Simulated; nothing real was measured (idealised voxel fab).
voxel double patterning: a process module
Section shown: cut. Width: 190 nm. Cell size: 5 nm, square.
In what follows, cross-sections appear as grids of square cells, described through bands that run from the top down, where every band is one or more rows of cells. In this notation a band is specified by the heights of its top and bottom, in that order and in nm, after which its materials appear from left to right, each paired with its width in nm. The word "throughout" attached to a single material means that material fills the band from edge to edge; the word "air" stands for empty space. Basically, 0 is our baseline, since under it the wafer straight out of the box is all one material. The bottom band has no lower end and keeps on going down, so it looks like "z 0 and below". Width: "30->40" (first number = top row, second number = bottom row, same change from row to row of cells). A step reported as "everything unchanged" is a step in which no cell of the cross-section changed. What "Voids, fully enclosed" gives you is every empty space of 8 cells or more that is cut off from the top. Each appears as width x height at distance, with the distance taken from the left edge and width, height and distance all in nm. Past the settings on a step's line: simulator remark, on that step. "overlay nm", when on a step's line for a step with a mask, measures how far to the right of its planned place the mask lay; a negative measure means to the left. For the reader: what remains of this document is a series of pairs, each showing a cross-section before one process step and a cross-section after that step which reaches down only to the lowest band that changed, with the step between them and its settings set out under the pair. It should not be assumed that a pair continues from the pair above it; the pairs can come from different runs of this module on the same starting wafer, and such continuity exists only where the entry headed "Before this step" says so.

**Before this step**
> z 0 and below  Si throughout
> Voids, fully enclosed: none

**Structure After Step**
> z 10 to 0  SiO2 throughout
> Anything lower than 0 is untouched.
> Voids, fully enclosed: none
What is the step between the two cross-sections above? CONFORMAL_DEP (material SiO2; thk nm 10)

Before this step: after-step cross-section of the pair just above applies.

**Structure After Step**
> z 25 to 10  polySi throughout
> Anything lower than 10 is untouched.
> Voids, fully enclosed: none
What is the step between the two cross-sections above? DIRECTIONAL_DEP (material polySi; thk nm 15)

Before this step: after-step cross-section of the pair just above applies.

**Structure After Step**
> z 30 to 25  SiN throughout
> Anything lower than 25 is untouched.
> Voids, fully enclosed: none
What is the step between the two cross-sections above? DIRECTIONAL_DEP (material SiN; thk nm 5)

Before this step: after-step cross-section of the pair just above applies.

**Structure After Step**
> z 40 to 30  aC throughout
> Anything lower than 30 is untouched.
> Voids, fully enclosed: none
What is the step between the two cross-sections above? DIRECTIONAL_DEP (material aC; thk nm 10)

Before this step: after-step cross-section of the pair just above applies.

**Structure After Step**
> z 70 to 40  35 resist, then 15 air, then 35 resist, then 15 air, then 35 resist, then 15 air, then 40 resist
> Anything lower than 40 is untouched.
> Voids, fully enclosed: none
What is the step between the two cross-sections above? PATTERN (tone open; mask id FIRST; material resist; width nm 15; pitch nm 50; thk nm 30; overlay nm 0)

Before this step: after-step cross-section of the pair just above applies.

**Structure After Step**
> z 60 to 40  35 resist, then 15 air, then 35 resist, then 15 air, then 35 resist, then 15 air, then 40 resist
> z 40 to 30  35 aC, then 15 air, then 35 aC, then 15 air, then 35 aC, then 15 air, then 40 aC
> Anything lower than 30 is untouched.
> Voids, fully enclosed: none
What is the step between the two cross-sections above? DIRECTIONAL_ETCH (etch materials aC; depth nm 10)

Before this step: after-step cross-section of the pair just above applies.

**Structure After Step**
> z 40 to 30  35 aC, then 15 air, then 35 aC, then 15 air, then 35 aC, then 15 air, then 40 aC
> Anything lower than 30 is untouched.
> Voids, fully enclosed: none
What is the step between the two cross-sections above? STRIP (etch materials resist)

Before this step: after-step cross-section of the pair just above applies.

**Structure After Step**
> z 40 to 30  35 aC, then 15 air, then 35 aC, then 15 air, then 35 aC, then 15 air, then 40 aC
> z 30 to 25  35 SiN, then 15 air, then 35 SiN, then 15 air, then 35 SiN, then 15 air, then 40 SiN
> Anything lower than 25 is untouched.
> Voids, fully enclosed: none
What is the step between the two cross-sections above? DIRECTIONAL_ETCH (etch materials SiN; depth nm 5)

Before this step: after-step cross-section of the pair just above applies.

**Structure After Step**
> z 30 to 25  35 SiN, then 15 air, then 35 SiN, then 15 air, then 35 SiN, then 15 air, then 40 SiN
> Anything lower than 25 is untouched.
> Voids, fully enclosed: none
What is the step between the two cross-sections above? STRIP (etch materials aC)

Before this step: after-step cross-section of the pair just above applies.

**Structure After Step**
> z 30 to 25  35 SiN, then 15 air, then 10 SiN, then 15 air, then 10 SiN, then 15 air, then 10 SiN, then 15 air, then 10 SiN, then 15 air, then 40 SiN
> Anything lower than 25 is untouched.
> Voids, fully enclosed: none
What is the step between the two cross-sections above? MASKED_ETCH (tone open; mask id SECOND; width nm 15; pitch nm 50; etch materials SiN; depth nm 5; overlay nm 0)

Before this step: after-step cross-section of the pair just above applies.

**Structure After Step**
> z 30 to 25  35 SiN, then 15 air, then 10 SiN, then 15 air, then 10 SiN, then 15 air, then 10 SiN, then 15 air, then 10 SiN, then 15 air, then 40 SiN
> z 25 to 10  35 polySi, then 15 air, then 10 polySi, then 15 air, then 10 polySi, then 15 air, then 10 polySi, then 15 air, then 10 polySi, then 15 air, then 40 polySi
> Anything lower than 10 is untouched.
> Voids, fully enclosed: none
What is the step between the two cross-sections above? DIRECTIONAL_ETCH (etch materials polySi; depth nm 15)

Before this step: after-step cross-section of the pair just above applies.

**Structure After Step**
> z 25 to 10  35 polySi, then 15 air, then 10 polySi, then 15 air, then 10 polySi, then 15 air, then 10 polySi, then 15 air, then 10 polySi, then 15 air, then 40 polySi
> Anything lower than 10 is untouched.
> Voids, fully enclosed: none
What is the step between the two cross-sections above? STRIP (etch materials SiN)

**Before this step**
> z 0 and below  Si throughout
> Voids, fully enclosed: none

**Structure After Step**
> z 15 to 0  polySi throughout
> Anything lower than 0 is untouched.
> Voids, fully enclosed: none
What is the step between the two cross-sections above? DIRECTIONAL_DEP (material polySi; thk nm 15)

Before this step: after-step cross-section of the pair just above applies.

**Structure After Step**
> z 20 to 15  SiN throughout
> Anything lower than 15 is untouched.
> Voids, fully enclosed: none
What is the step between the two cross-sections above? DIRECTIONAL_DEP (material SiN; thk nm 5)

Before this step: after-step cross-section of the pair just above applies.

**Structure After Step**
> z 30 to 20  aC throughout
> Anything lower than 20 is untouched.
> Voids, fully enclosed: none
What is the step between the two cross-sections above? DIRECTIONAL_DEP (material aC; thk nm 10)

Before this step: after-step cross-section of the pair just above applies.

**Structure After Step**
> z 60 to 30  35 resist, then 15 air, then 35 resist, then 15 air, then 35 resist, then 15 air, then 40 resist
> Anything lower than 30 is untouched.
> Voids, fully enclosed: none
What is the step between the two cross-sections above? PATTERN (tone open; mask id FIRST; material resist; width nm 15; pitch nm 50; thk nm 30; overlay nm 0)

Before this step: after-step cross-section of the pair just above applies.

**Structure After Step**
> z 50 to 30  35 resist, then 15 air, then 35 resist, then 15 air, then 35 resist, then 15 air, then 40 resist
> z 30 to 20  35 aC, then 15 air, then 35 aC, then 15 air, then 35 aC, then 15 air, then 40 aC
> Anything lower than 20 is untouched.
> Voids, fully enclosed: none
What is the step between the two cross-sections above? DIRECTIONAL_ETCH (etch materials aC; depth nm 10)

Before this step: after-step cross-section of the pair just above applies.

**Structure After Step**
> z 30 to 20  35 aC, then 15 air, then 35 aC, then 15 air, then 35 aC, then 15 air, then 40 aC
> Anything lower than 20 is untouched.
> Voids, fully enclosed: none
What is the step between the two cross-sections above? STRIP (etch materials resist)

Before this step: after-step cross-section of the pair just above applies.

**Structure After Step**
> z 30 to 20  35 aC, then 15 air, then 35 aC, then 15 air, then 35 aC, then 15 air, then 40 aC
> z 20 to 15  35 SiN, then 15 air, then 35 SiN, then 15 air, then 35 SiN, then 15 air, then 40 SiN
> Anything lower than 15 is untouched.
> Voids, fully enclosed: none
What is the step between the two cross-sections above? DIRECTIONAL_ETCH (etch materials SiN; depth nm 5)

Before this step: after-step cross-section of the pair just above applies.

**Structure After Step**
> z 20 to 15  35 SiN, then 15 air, then 35 SiN, then 15 air, then 35 SiN, then 15 air, then 40 SiN
> Anything lower than 15 is untouched.
> Voids, fully enclosed: none
What is the step between the two cross-sections above? STRIP (etch materials aC)

Before this step: after-step cross-section of the pair just above applies.

**Structure After Step**
> z 20 to 15  35 SiN, then 15 air, then 10 SiN, then 15 air, then 10 SiN, then 15 air, then 10 SiN, then 15 air, then 10 SiN, then 15 air, then 40 SiN
> Anything lower than 15 is untouched.
> Voids, fully enclosed: none
What is the step between the two cross-sections above? MASKED_ETCH (tone open; mask id SECOND; width nm 15; pitch nm 50; etch materials SiN; depth nm 5; overlay nm 0)

Before this step: after-step cross-section of the pair just above applies.

**Structure After Step**
> z 20 to 15  35 SiN, then 15 air, then 10 SiN, then 15 air, then 10 SiN, then 15 air, then 10 SiN, then 15 air, then 10 SiN, then 15 air, then 40 SiN
> z 15 to 0  35 polySi, then 15 air, then 10 polySi, then 15 air, then 10 polySi, then 15 air, then 10 polySi, then 15 air, then 10 polySi, then 15 air, then 40 polySi
> Anything lower than 0 is untouched.
> Voids, fully enclosed: none
What is the step between the two cross-sections above? DIRECTIONAL_ETCH (etch materials polySi; depth nm 15)

Before this step: after-step cross-section of the pair just above applies.

**Structure After Step**
> z 15 to 0  35 polySi, then 15 air, then 10 polySi, then 15 air, then 10 polySi, then 15 air, then 10 polySi, then 15 air, then 10 polySi, then 15 air, then 40 polySi
> Anything lower than 0 is untouched.
> Voids, fully enclosed: none
What is the step between the two cross-sections above? STRIP (etch materials SiN)

**Before this step**
> z 25 to 10  polySi throughout
> z 10 to 0  SiO2 throughout
> z 0 and below  Si throughout
> Voids, fully enclosed: none

**Structure After Step**
> z 40 to 10  polySi throughout
> Anything lower than 10 is untouched.
> Voids, fully enclosed: none
What is the step between the two cross-sections above? DIRECTIONAL_DEP (material polySi; thk nm 15)

Before this step: after-step cross-section of the pair just above applies.

**Structure After Step**
> z 45 to 40  SiN throughout
> Anything lower than 40 is untouched.
> Voids, fully enclosed: none
What is the step between the two cross-sections above? DIRECTIONAL_DEP (material SiN; thk nm 5)

Before this step: after-step cross-section of the pair just above applies.

**Structure After Step**
> z 55 to 45  aC throughout
> Anything lower than 45 is untouched.
> Voids, fully enclosed: none
What is the step between the two cross-sections above? DIRECTIONAL_DEP (material aC; thk nm 10)

Before this step: after-step cross-section of the pair just above applies.

**Structure After Step**
> z 85 to 55  35 resist, then 15 air, then 35 resist, then 15 air, then 35 resist, then 15 air, then 40 resist
> Anything lower than 55 is untouched.
> Voids, fully enclosed: none
What is the step between the two cross-sections above? PATTERN (tone open; mask id FIRST; material resist; width nm 15; pitch nm 50; thk nm 30; overlay nm 0)

Before this step: after-step cross-section of the pair just above applies.

**Structure After Step**
> z 75 to 55  35 resist, then 15 air, then 35 resist, then 15 air, then 35 resist, then 15 air, then 40 resist
> z 55 to 45  35 aC, then 15 air, then 35 aC, then 15 air, then 35 aC, then 15 air, then 40 aC
> Anything lower than 45 is untouched.
> Voids, fully enclosed: none
What is the step between the two cross-sections above? DIRECTIONAL_ETCH (etch materials aC; depth nm 10)

Before this step: after-step cross-section of the pair just above applies.

**Structure After Step**
> z 55 to 45  35 aC, then 15 air, then 35 aC, then 15 air, then 35 aC, then 15 air, then 40 aC
> Anything lower than 45 is untouched.
> Voids, fully enclosed: none
What is the step between the two cross-sections above? STRIP (etch materials resist)

Before this step: after-step cross-section of the pair just above applies.

**Structure After Step**
> z 55 to 45  35 aC, then 15 air, then 35 aC, then 15 air, then 35 aC, then 15 air, then 40 aC
> z 45 to 40  35 SiN, then 15 air, then 35 SiN, then 15 air, then 35 SiN, then 15 air, then 40 SiN
> Anything lower than 40 is untouched.
> Voids, fully enclosed: none
What is the step between the two cross-sections above? DIRECTIONAL_ETCH (etch materials SiN; depth nm 5)

Before this step: after-step cross-section of the pair just above applies.

**Structure After Step**
> z 45 to 40  35 SiN, then 15 air, then 35 SiN, then 15 air, then 35 SiN, then 15 air, then 40 SiN
> Anything lower than 40 is untouched.
> Voids, fully enclosed: none
What is the step between the two cross-sections above? STRIP (etch materials aC)

Before this step: after-step cross-section of the pair just above applies.

**Structure After Step**
> z 45 to 40  35 SiN, then 15 air, then 10 SiN, then 15 air, then 10 SiN, then 15 air, then 10 SiN, then 15 air, then 10 SiN, then 15 air, then 40 SiN
> Anything lower than 40 is untouched.
> Voids, fully enclosed: none
What is the step between the two cross-sections above? MASKED_ETCH (tone open; mask id SECOND; width nm 15; pitch nm 50; etch materials SiN; depth nm 5; overlay nm 0)

Before this step: after-step cross-section of the pair just above applies.

**Structure After Step**
> z 45 to 40  35 SiN, then 15 air, then 10 SiN, then 15 air, then 10 SiN, then 15 air, then 10 SiN, then 15 air, then 10 SiN, then 15 air, then 40 SiN
> z 40 to 25  35 polySi, then 15 air, then 10 polySi, then 15 air, then 10 polySi, then 15 air, then 10 polySi, then 15 air, then 10 polySi, then 15 air, then 40 polySi
> Anything lower than 25 is untouched.
> Voids, fully enclosed: none
What is the step between the two cross-sections above? DIRECTIONAL_ETCH (etch materials polySi; depth nm 15)

Before this step: after-step cross-section of the pair just above applies.

**Structure After Step**
> z 40 to 25  35 polySi, then 15 air, then 10 polySi, then 15 air, then 10 polySi, then 15 air, then 10 polySi, then 15 air, then 10 polySi, then 15 air, then 40 polySi
> Anything lower than 25 is untouched.
> Voids, fully enclosed: none
What is the step between the two cross-sections above? STRIP (etch materials SiN)

**Before this step**
> z 15 to 0  polySi throughout
> z 0 and below  Si throughout
> Voids, fully enclosed: none

**Structure After Step**
> z 25 to 15  SiO2 throughout
> Anything lower than 15 is untouched.
> Voids, fully enclosed: none
What is the step between the two cross-sections above? CONFORMAL_DEP (material SiO2; thk nm 10)

Before this step: after-step cross-section of the pair just above applies.

**Structure After Step**
> z 30 to 25  SiN throughout
> Anything lower than 25 is untouched.
> Voids, fully enclosed: none
What is the step between the two cross-sections above? DIRECTIONAL_DEP (material SiN; thk nm 5)

Before this step: after-step cross-section of the pair just above applies.

**Structure After Step**
> z 40 to 30  aC throughout
> Anything lower than 30 is untouched.
> Voids, fully enclosed: none
What is the step between the two cross-sections above? DIRECTIONAL_DEP (material aC; thk nm 10)

Before this step: after-step cross-section of the pair just above applies.

**Structure After Step**
> z 70 to 40  35 resist, then 15 air, then 35 resist, then 15 air, then 35 resist, then 15 air, then 40 resist
> Anything lower than 40 is untouched.
> Voids, fully enclosed: none
What is the step between the two cross-sections above? PATTERN (tone open; mask id FIRST; material resist; width nm 15; pitch nm 50; thk nm 30; overlay nm 0)

Before this step: after-step cross-section of the pair just above applies.

**Structure After Step**
> z 60 to 40  35 resist, then 15 air, then 35 resist, then 15 air, then 35 resist, then 15 air, then 40 resist
> z 40 to 30  35 aC, then 15 air, then 35 aC, then 15 air, then 35 aC, then 15 air, then 40 aC
> Anything lower than 30 is untouched.
> Voids, fully enclosed: none
What is the step between the two cross-sections above? DIRECTIONAL_ETCH (etch materials aC; depth nm 10)

Before this step: after-step cross-section of the pair just above applies.

**Structure After Step**
> z 40 to 30  35 aC, then 15 air, then 35 aC, then 15 air, then 35 aC, then 15 air, then 40 aC
> Anything lower than 30 is untouched.
> Voids, fully enclosed: none
What is the step between the two cross-sections above? STRIP (etch materials resist)

Before this step: after-step cross-section of the pair just above applies.

**Structure After Step**
> z 40 to 30  35 aC, then 15 air, then 35 aC, then 15 air, then 35 aC, then 15 air, then 40 aC
> z 30 to 25  35 SiN, then 15 air, then 35 SiN, then 15 air, then 35 SiN, then 15 air, then 40 SiN
> Anything lower than 25 is untouched.
> Voids, fully enclosed: none
What is the step between the two cross-sections above? DIRECTIONAL_ETCH (etch materials SiN; depth nm 5)

Before this step: after-step cross-section of the pair just above applies.

**Structure After Step**
> z 30 to 25  35 SiN, then 15 air, then 35 SiN, then 15 air, then 35 SiN, then 15 air, then 40 SiN
> Anything lower than 25 is untouched.
> Voids, fully enclosed: none
What is the step between the two cross-sections above? STRIP (etch materials aC)

Before this step: after-step cross-section of the pair just above applies.

**Structure After Step**
> z 30 to 25  35 SiN, then 15 air, then 10 SiN, then 15 air, then 10 SiN, then 15 air, then 10 SiN, then 15 air, then 10 SiN, then 15 air, then 40 SiN
> Anything lower than 25 is untouched.
> Voids, fully enclosed: none
What is the step between the two cross-sections above? MASKED_ETCH (tone open; mask id SECOND; width nm 15; pitch nm 50; etch materials SiN; depth nm 5; overlay nm 0)

Before this step: after-step cross-section of the pair just above applies.

**Structure After Step**
> z 25 to 15  SiO2 throughout
> Anything lower than 15 is untouched.
> Voids, fully enclosed: none
What is the step between the two cross-sections above? STRIP (etch materials SiN)

**Before this step**
> z 10 to 0  SiO2 throughout
> z 0 and below  Si throughout
> Voids, fully enclosed: none

**Structure After Step**
> z 15 to 10  polySi throughout
> Anything lower than 10 is untouched.
> Voids, fully enclosed: none
What is the step between the two cross-sections above? DIRECTIONAL_DEP (material polySi; thk nm 5)

Before this step: after-step cross-section of the pair just above applies.

**Structure After Step**
> z 20 to 15  SiN throughout
> Anything lower than 15 is untouched.
> Voids, fully enclosed: none
What is the step between the two cross-sections above? DIRECTIONAL_DEP (material SiN; thk nm 5)

Before this step: after-step cross-section of the pair just above applies.

**Structure After Step**
> z 30 to 20  aC throughout
> Anything lower than 20 is untouched.
> Voids, fully enclosed: none
What is the step between the two cross-sections above? DIRECTIONAL_DEP (material aC; thk nm 10)

Before this step: after-step cross-section of the pair just above applies.

**Structure After Step**
> z 60 to 30  35 resist, then 15 air, then 35 resist, then 15 air, then 35 resist, then 15 air, then 40 resist
> Anything lower than 30 is untouched.
> Voids, fully enclosed: none
What is the step between the two cross-sections above? PATTERN (tone open; mask id FIRST; material resist; width nm 15; pitch nm 50; thk nm 30; overlay nm 0)

Before this step: after-step cross-section of the pair just above applies.

**Structure After Step**
> z 50 to 30  35 resist, then 15 air, then 35 resist, then 15 air, then 35 resist, then 15 air, then 40 resist
> z 30 to 20  35 aC, then 15 air, then 35 aC, then 15 air, then 35 aC, then 15 air, then 40 aC
> Anything lower than 20 is untouched.
> Voids, fully enclosed: none
What is the step between the two cross-sections above? DIRECTIONAL_ETCH (etch materials aC; depth nm 10)

Before this step: after-step cross-section of the pair just above applies.

**Structure After Step**
> z 30 to 20  35 aC, then 15 air, then 35 aC, then 15 air, then 35 aC, then 15 air, then 40 aC
> Anything lower than 20 is untouched.
> Voids, fully enclosed: none
What is the step between the two cross-sections above? STRIP (etch materials resist)

Before this step: after-step cross-section of the pair just above applies.

**Structure After Step**
> z 30 to 20  35 aC, then 15 air, then 35 aC, then 15 air, then 35 aC, then 15 air, then 40 aC
> z 20 to 15  35 SiN, then 15 air, then 35 SiN, then 15 air, then 35 SiN, then 15 air, then 40 SiN
> Anything lower than 15 is untouched.
> Voids, fully enclosed: none
What is the step between the two cross-sections above? DIRECTIONAL_ETCH (etch materials SiN; depth nm 5)

Before this step: after-step cross-section of the pair just above applies.

**Structure After Step**
> z 20 to 15  35 SiN, then 15 air, then 35 SiN, then 15 air, then 35 SiN, then 15 air, then 40 SiN
> Anything lower than 15 is untouched.
> Voids, fully enclosed: none
What is the step between the two cross-sections above? STRIP (etch materials aC)

Before this step: after-step cross-section of the pair just above applies.

**Structure After Step**
> z 20 to 15  35 SiN, then 15 air, then 10 SiN, then 15 air, then 10 SiN, then 15 air, then 10 SiN, then 15 air, then 10 SiN, then 15 air, then 40 SiN
> Anything lower than 15 is untouched.
> Voids, fully enclosed: none
What is the step between the two cross-sections above? MASKED_ETCH (tone open; mask id SECOND; width nm 15; pitch nm 50; etch materials SiN; depth nm 5; overlay nm 0)

Before this step: after-step cross-section of the pair just above applies.

**Structure After Step**
> z 20 to 15  35 SiN, then 15 air, then 10 SiN, then 15 air, then 10 SiN, then 15 air, then 10 SiN, then 15 air, then 10 SiN, then 15 air, then 40 SiN
> z 15 to 10  35 polySi, then 15 air, then 10 polySi, then 15 air, then 10 polySi, then 15 air, then 10 polySi, then 15 air, then 10 polySi, then 15 air, then 40 polySi
> Anything lower than 10 is untouched.
> Voids, fully enclosed: none
What is the step between the two cross-sections above? DIRECTIONAL_ETCH (etch materials polySi; depth nm 15)

Before this step: after-step cross-section of the pair just above applies.

**Structure After Step**
> z 15 to 10  35 polySi, then 15 air, then 10 polySi, then 15 air, then 10 polySi, then 15 air, then 10 polySi, then 15 air, then 10 polySi, then 15 air, then 40 polySi
> Anything lower than 10 is untouched.
> Voids, fully enclosed: none
What is the step between the two cross-sections above? STRIP (etch materials SiN)

**Before this step**
> z 40 to 30  aC throughout
> z 30 to 25  SiN throughout
> z 25 to 10  polySi throughout
> z 10 to 0  SiO2 throughout
> z 0 and below  Si throughout
> Voids, fully enclosed: none

**Structure After Step**
> z 70 to 40  35 resist, then 20 air, then 30 resist, then 20 air, then 30 resist, then 20 air, then 35 resist
> Anything lower than 40 is untouched.
> Voids, fully enclosed: none
What is the step between the two cross-sections above? PATTERN (tone open; mask id FIRST; material resist; width nm 20; pitch nm 50; thk nm 30; overlay nm 0)

Before this step: after-step cross-section of the pair just above applies.

**Structure After Step**
> z 60 to 40  35 resist, then 20 air, then 30 resist, then 20 air, then 30 resist, then 20 air, then 35 resist
> z 40 to 30  35 aC, then 20 air, then 30 aC, then 20 air, then 30 aC, then 20 air, then 35 aC
> Anything lower than 30 is untouched.
> Voids, fully enclosed: none
What is the step between the two cross-sections above? DIRECTIONAL_ETCH (etch materials aC; depth nm 10)

Before this step: after-step cross-section of the pair just above applies.

**Structure After Step**
> z 40 to 30  35 aC, then 20 air, then 30 aC, then 20 air, then 30 aC, then 20 air, then 35 aC
> Anything lower than 30 is untouched.
> Voids, fully enclosed: none
What is the step between the two cross-sections above? STRIP (etch materials resist)

Before this step: after-step cross-section of the pair just above applies.

**Structure After Step**
> z 40 to 30  35 aC, then 20 air, then 30 aC, then 20 air, then 30 aC, then 20 air, then 35 aC
> z 30 to 25  35 SiN, then 20 air, then 30 SiN, then 20 air, then 30 SiN, then 20 air, then 35 SiN
> Anything lower than 25 is untouched.
> Voids, fully enclosed: none
What is the step between the two cross-sections above? DIRECTIONAL_ETCH (etch materials SiN; depth nm 5)

Before this step: after-step cross-section of the pair just above applies.

**Structure After Step**
> z 30 to 25  35 SiN, then 20 air, then 30 SiN, then 20 air, then 30 SiN, then 20 air, then 35 SiN
> Anything lower than 25 is untouched.
> Voids, fully enclosed: none
What is the step between the two cross-sections above? STRIP (etch materials aC)

Before this step: after-step cross-section of the pair just above applies.

**Structure After Step**
> z 30 to 25  35 SiN, then 20 air, then 5 SiN, then 15 air, then 10 SiN, then 20 air, then 5 SiN, then 15 air, then 10 SiN, then 20 air, then 35 SiN
> Anything lower than 25 is untouched.
> Voids, fully enclosed: none
What is the step between the two cross-sections above? MASKED_ETCH (tone open; mask id SECOND; width nm 15; pitch nm 50; etch materials SiN; depth nm 5; overlay nm 0)

Before this step: after-step cross-section of the pair just above applies.

**Structure After Step**
> z 30 to 25  35 SiN, then 20 air, then 5 SiN, then 15 air, then 10 SiN, then 20 air, then 5 SiN, then 15 air, then 10 SiN, then 20 air, then 35 SiN
> z 25 to 10  35 polySi, then 20 air, then 5 polySi, then 15 air, then 10 polySi, then 20 air, then 5 polySi, then 15 air, then 10 polySi, then 20 air, then 35 polySi
> Anything lower than 10 is untouched.
> Voids, fully enclosed: none
What is the step between the two cross-sections above? DIRECTIONAL_ETCH (etch materials polySi; depth nm 15)

Before this step: after-step cross-section of the pair just above applies.

**Structure After Step**
> z 25 to 10  35 polySi, then 20 air, then 5 polySi, then 15 air, then 10 polySi, then 20 air, then 5 polySi, then 15 air, then 10 polySi, then 20 air, then 35 polySi
> Anything lower than 10 is untouched.
> Voids, fully enclosed: none
What is the step between the two cross-sections above? STRIP (etch materials SiN)

**Before this step**
> z 40 to 30  aC throughout
> z 30 to 25  SiN throughout
> z 25 to 10  polySi throughout
> z 10 to 0  SiO2 throughout
> z 0 and below  Si throughout
> Voids, fully enclosed: none

**Structure After Step**
> z 70 to 40  25 resist, then 15 air, then 35 resist, then 15 air, then 35 resist, then 15 air, then 50 resist
> Anything lower than 40 is untouched.
> Voids, fully enclosed: none
What is the step between the two cross-sections above? PATTERN (tone open; mask id FIRST; material resist; width nm 15; pitch nm 50; thk nm 30; overlay nm -10)

Before this step: after-step cross-section of the pair just above applies.

**Structure After Step**
> z 60 to 40  25 resist, then 15 air, then 35 resist, then 15 air, then 35 resist, then 15 air, then 50 resist
> z 40 to 30  25 aC, then 15 air, then 35 aC, then 15 air, then 35 aC, then 15 air, then 50 aC
> Anything lower than 30 is untouched.
> Voids, fully enclosed: none
What is the step between the two cross-sections above? DIRECTIONAL_ETCH (etch materials aC; depth nm 10)

Before this step: after-step cross-section of the pair just above applies.

**Structure After Step**
> z 40 to 30  25 aC, then 15 air, then 35 aC, then 15 air, then 35 aC, then 15 air, then 50 aC
> Anything lower than 30 is untouched.
> Voids, fully enclosed: none
What is the step between the two cross-sections above? STRIP (etch materials resist)

Before this step: after-step cross-section of the pair just above applies.

**Structure After Step**
> z 40 to 30  25 aC, then 15 air, then 35 aC, then 15 air, then 35 aC, then 15 air, then 50 aC
> z 30 to 25  25 SiN, then 15 air, then 35 SiN, then 15 air, then 35 SiN, then 15 air, then 50 SiN
> Anything lower than 25 is untouched.
> Voids, fully enclosed: none
What is the step between the two cross-sections above? DIRECTIONAL_ETCH (etch materials SiN; depth nm 5)

Before this step: after-step cross-section of the pair just above applies.

**Structure After Step**
> z 30 to 25  25 SiN, then 15 air, then 35 SiN, then 15 air, then 35 SiN, then 15 air, then 50 SiN
> Anything lower than 25 is untouched.
> Voids, fully enclosed: none
What is the step between the two cross-sections above? STRIP (etch materials aC)

Before this step: after-step cross-section of the pair just above applies.

**Structure After Step**
> z 30 to 25  25 SiN, then 15 air, then 20 SiN, then 30 air, then 20 SiN, then 30 air, then 50 SiN
> Anything lower than 25 is untouched.
> Voids, fully enclosed: none
What is the step between the two cross-sections above? MASKED_ETCH (tone open; mask id SECOND; width nm 15; pitch nm 50; etch materials SiN; depth nm 5; overlay nm 0)

Before this step: after-step cross-section of the pair just above applies.

**Structure After Step**
> z 30 to 25  25 SiN, then 15 air, then 20 SiN, then 30 air, then 20 SiN, then 30 air, then 50 SiN
> z 25 to 10  25 polySi, then 15 air, then 20 polySi, then 30 air, then 20 polySi, then 30 air, then 50 polySi
> Anything lower than 10 is untouched.
> Voids, fully enclosed: none
What is the step between the two cross-sections above? DIRECTIONAL_ETCH (etch materials polySi; depth nm 15)

Before this step: after-step cross-section of the pair just above applies.

**Structure After Step**
> z 25 to 10  25 polySi, then 15 air, then 20 polySi, then 30 air, then 20 polySi, then 30 air, then 50 polySi
> Anything lower than 10 is untouched.
> Voids, fully enclosed: none
What is the step between the two cross-sections above? STRIP (etch materials SiN)

**Before this step**
> z 0 and below  Si throughout
> Voids, fully enclosed: none

**Structure After Step**
> z 10 to 0  aC throughout
> Anything lower than 0 is untouched.
> Voids, fully enclosed: none
What is the step between the two cross-sections above? CONFORMAL_DEP (material aC; thk nm 10)

Before this step: after-step cross-section of the pair just above applies.

**Structure After Step**
> z 25 to 10  polySi throughout
> Anything lower than 10 is untouched.
> Voids, fully enclosed: none
What is the step between the two cross-sections above? DIRECTIONAL_DEP (material polySi; thk nm 15)

Before this step: after-step cross-section of the pair just above applies.

**Structure After Step**
> z 30 to 25  SiN throughout
> Anything lower than 25 is untouched.
> Voids, fully enclosed: none
What is the step between the two cross-sections above? DIRECTIONAL_DEP (material SiN; thk nm 5)

Before this step: after-step cross-section of the pair just above applies.

**Structure After Step**
> z 40 to 30  aC throughout
> Anything lower than 30 is untouched.
> Voids, fully enclosed: none
What is the step between the two cross-sections above? DIRECTIONAL_DEP (material aC; thk nm 10)

Before this step: after-step cross-section of the pair just above applies.

**Structure After Step**
> z 70 to 40  35 resist, then 15 air, then 35 resist, then 15 air, then 35 resist, then 15 air, then 40 resist
> Anything lower than 40 is untouched.
> Voids, fully enclosed: none
What is the step between the two cross-sections above? PATTERN (tone open; mask id FIRST; material resist; width nm 15; pitch nm 50; thk nm 30; overlay nm 0)

Before this step: after-step cross-section of the pair just above applies.

**Structure After Step**
> z 60 to 40  35 resist, then 15 air, then 35 resist, then 15 air, then 35 resist, then 15 air, then 40 resist
> z 40 to 30  35 aC, then 15 air, then 35 aC, then 15 air, then 35 aC, then 15 air, then 40 aC
> Anything lower than 30 is untouched.
> Voids, fully enclosed: none
What is the step between the two cross-sections above? DIRECTIONAL_ETCH (etch materials aC; depth nm 10)

Before this step: after-step cross-section of the pair just above applies.

**Structure After Step**
> z 40 to 30  35 aC, then 15 air, then 35 aC, then 15 air, then 35 aC, then 15 air, then 40 aC
> Anything lower than 30 is untouched.
> Voids, fully enclosed: none
What is the step between the two cross-sections above? STRIP (etch materials resist)

Before this step: after-step cross-section of the pair just above applies.

**Structure After Step**
> z 40 to 30  35 aC, then 15 air, then 35 aC, then 15 air, then 35 aC, then 15 air, then 40 aC
> z 30 to 25  35 SiN, then 15 air, then 35 SiN, then 15 air, then 35 SiN, then 15 air, then 40 SiN
> Anything lower than 25 is untouched.
> Voids, fully enclosed: none
What is the step between the two cross-sections above? DIRECTIONAL_ETCH (etch materials SiN; depth nm 5)

Before this step: after-step cross-section of the pair just above applies.

**Structure After Step**
> z 30 to 25  35 SiN, then 15 air, then 35 SiN, then 15 air, then 35 SiN, then 15 air, then 40 SiN
> Anything lower than 25 is untouched.
> Voids, fully enclosed: none
What is the step between the two cross-sections above? STRIP (etch materials aC)

Before this step: after-step cross-section of the pair just above applies.

**Structure After Step**
> z 30 to 25  35 SiN, then 15 air, then 10 SiN, then 15 air, then 10 SiN, then 15 air, then 10 SiN, then 15 air, then 10 SiN, then 15 air, then 40 SiN
> Anything lower than 25 is untouched.
> Voids, fully enclosed: none
What is the step between the two cross-sections above? MASKED_ETCH (tone open; mask id SECOND; width nm 15; pitch nm 50; etch materials SiN; depth nm 5; overlay nm 0)

Before this step: after-step cross-section of the pair just above applies.

**Structure After Step**
> z 30 to 25  35 SiN, then 15 air, then 10 SiN, then 15 air, then 10 SiN, then 15 air, then 10 SiN, then 15 air, then 10 SiN, then 15 air, then 40 SiN
> z 25 to 10  35 polySi, then 15 air, then 10 polySi, then 15 air, then 10 polySi, then 15 air, then 10 polySi, then 15 air, then 10 polySi, then 15 air, then 40 polySi
> Anything lower than 10 is untouched.
> Voids, fully enclosed: none
What is the step between the two cross-sections above? DIRECTIONAL_ETCH (etch materials polySi; depth nm 15)
